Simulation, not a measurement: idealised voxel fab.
process module | voxel wiring stack
cross-section cut | 225 nm wide | cells 5 nm
A cross-section is a grid of square cells, given in bands from the top down. A band is one or more rows of cells.
Each band's line starts with the height of the band's top and of its bottom, in nm. Then come its materials from left to right, each with its width in nm. One material with "throughout" fills the band from edge to edge. "air" is empty space.
Height 0 is the level under which the wafer as received is all one material. The lowest band goes on downwards, as in "0 down".
A width such as "30 to 40" changes by the same amount from each row of cells to the next, from the band's top row to its bottom row.
"no change" after a step means that no cell of the cross-section changed.
closed voids: empty space of 8 cells or more with no open way to the top, each as width x height at its distance from the left edge, in nm
after a step's settings: what the simulator itself notes on the step
overlay nm, on a step with a mask: how far to the right of its planned place the mask lay; to the left if negative
plan
1 op RECEIVE | material Si
2 op CONFORMAL_DEP | material SiO2 | thk nm 15
3 op CONFORMAL_DEP | material SiCN | thk nm 5
4 op DIRECTIONAL_DEP | material lowk | thk nm 20
5 op DIRECTIONAL_DEP | material aC | thk nm 10
6 op PATTERN | tone open | mask id METAL_1 | material resist | width nm 20 | pitch nm 35 | thk nm 30 | overlay nm 0
7 op DIRECTIONAL_ETCH | etch materials aC | depth nm 10
8 op STRIP | etch materials resist
9 op DIRECTIONAL_ETCH | etch materials lowk | depth nm 20
10 op DIRECTIONAL_ETCH | etch materials SiCN | depth nm 5
11 op STRIP | etch materials aC
12 op CONFORMAL_DEP | material TiN | thk nm 5
13 op FILL_DEP | material Cu | thk nm 10
14 op CMP | height nm 40
15 op CONFORMAL_DEP | material SiCN | thk nm 5
16 op DIRECTIONAL_DEP | material lowk | thk nm 30
17 op PATTERN | tone open | mask id METAL_2 | material resist | width nm 20 | pitch nm 35 | thk nm 20 | overlay nm 0
18 op DIRECTIONAL_ETCH | etch materials lowk | depth nm 15
19 op STRIP | etch materials resist
20 op PATTERN | tone open | mask id METAL_2_HOLES | material resist | width nm 15 | pitch nm 35 | thk nm 15 | overlay nm 0
21 op DIRECTIONAL_ETCH | etch materials lowk | depth nm 15
22 op DIRECTIONAL_ETCH | etch materials SiCN | depth nm 5
23 op STRIP | etch materials resist
24 op CONFORMAL_DEP | material TiN | thk nm 5
25 op FILL_DEP | material Ru | thk nm 10
26 op CMP | height nm 75
27 op CONFORMAL_DEP | material SiCN | thk nm 5
28 op DIRECTIONAL_DEP | material lowk | thk nm 25
29 op MASKED_ETCH | tone open | mask id METAL_3 | width nm 20 | pitch nm 35 | etch materials lowk | depth nm 15 | overlay nm 0
30 op PATTERN | tone open | mask id METAL_3_HOLES | material resist | width nm 15 | pitch nm 70 | thk nm 15 | overlay nm 0
31 op DIRECTIONAL_ETCH | etch materials lowk | depth nm 10
32 op DIRECTIONAL_ETCH | etch materials SiCN | depth nm 5
33 op STRIP | etch materials resist
34 op CONFORMAL_DEP | material TiN | thk nm 5
35 op FILL_DEP | material Ru | thk nm 10
36 op CMP | height nm 105
37 op CONFORMAL_DEP | material SiCN | thk nm 5
as received, after step 1
  0 down: Si throughout
  closed voids: none
a wafer at the end: this start, this plan, one mistake
  110 to 105: SiCN throughout
  105 to 95: lowk 65 | TiN 5 | Ru 10 | TiN 5 | lowk 15 | TiN 5 | Ru 10 | TiN 5 | lowk 15 | TiN 5 | Ru 10 | TiN 5 | lowk 70
  95 to 90: lowk 65 | TiN 5 | Ru 5 | TiN 10 | lowk 15 | TiN 20 | lowk 15 | TiN 5 | Ru 5 | TiN 10 | lowk 70
  90 to 80: lowk 65 | TiN 5 | Ru 5 | TiN 5 | lowk 55 | TiN 5 | Ru 5 | TiN 5 | lowk 75
  80 to 75: SiCN 65 | TiN 15 | SiCN 55 | TiN 15 | SiCN 75
  75 to 65: lowk 65 | TiN 5 | Ru 15 | TiN 5 | lowk 10 | TiN 5 | Ru 15 | TiN 5 | lowk 10 | TiN 5 | Ru 15 | TiN 5 | lowk 65
  65 to 60: lowk 65 | TiN 25 | lowk 10 | TiN 25 | lowk 10 | TiN 25 | lowk 65
  60 to 45: lowk 75 | TiN 10 | lowk 25 | TiN 10 | lowk 25 | TiN 10 | lowk 70
  45 to 40: SiCN 75 | TiN 10 | SiCN 25 | TiN 10 | SiCN 25 | TiN 10 | SiCN 70
  40 to 20: lowk 65 | TiN 5 | Cu 10 | TiN 5 | lowk 15 | TiN 5 | Cu 10 | TiN 5 | lowk 15 | TiN 5 | Cu 10 | TiN 5 | lowk 70
  20 to 15: SiCN 65 | TiN 20 | SiCN 15 | TiN 20 | SiCN 15 | TiN 20 | SiCN 70
  15 to 0: SiO2 throughout
  0 down: Si throughout
  closed voids: none
what went wrong: step 20 ran as: op PATTERN | tone open | mask id METAL_2_HOLES | material resist | width nm 15 | pitch nm 35 | thk nm 15 | overlay nm 10
